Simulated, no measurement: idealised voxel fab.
Process module under the name voxel lift off
Square cell edge 5 nm, section width 295 nm, ID cut.
When this document writes out a cross-section, it uses a grid of square cells and lists it as bands, beginning at the top and moving down, with a band standing for one or more rows of cells. Basically the band line says how high the top is and how high the bottom is, in nm, and then what's in it from left to right, every material with its width in nm. Empty space shows up as "air", and if a single material carries "everywhere" it runs the full band edge to edge. We count height from 0. Below that, the starting wafer is all one material. The lowest band never ends at the bottom but goes on down; see "0 nm and below" for how that is written. The width entry "30..40" should be interpreted row by row: the top row of cells in the band takes the first number, the bottom row takes the second number, and the change between adjacent rows is uniform throughout. "left unchanged" -> step changed no cross-section cell. Any empty space of 8 cells or more lacking an open way to the top shows up in "Entrapped voids" as width x height at distance, distance from the left edge, in nm. Post-settings text on a step line: simulator's own remark regarding the step. overlay nm: mask offset rightward from planned place, masked step; negative means leftward offset.
Listed below are the process steps as planned:
1,RECEIVE (material Si)
2,CONFORMAL_DEP (material SiN; thk nm 5)
3,PATTERN (tone open; mask id LINES; material resist; width nm 30; pitch nm 50; thk nm 20; overlay nm 0)
4,DIRECTIONAL_DEP (material Ru; thk nm 10)
5,STRIP (etch materials resist)
6,CONFORMAL_DEP (material SiN; thk nm 10)
This is the cross-section of the wafer as we received it, i.e. after step 1:
0 nm and below  Si everywhere
Entrapped voids: none
Cross-sectional image of the first of two wafers at the end of the module, the run having proceeded as planned:
25 nm to 15 nm  air 45, SiN 200, air 50
15 nm to 5 nm  SiN 55, Ru 30, SiN 20, Ru 30, SiN 20, Ru 30, SiN 20, Ru 30, SiN 60
5 nm to 0 nm  SiN everywhere
0 nm and below  Si everywhere
Entrapped voids: none
What the second wafer looks like in cross-section once the module is done. Its start and its plan matched the first wafer's exactly; what differed was one mistake in how it was run:
15 nm to 0 nm  SiN everywhere
0 nm and below  Si everywhere
Entrapped voids: none
Diagnosis: step 4 from the plan never happened, it was just skipped
Once processing is complete, comparing cell counts shows that the second wafer has more or fewer of certain materials than the first: Ru -48; SiN -32
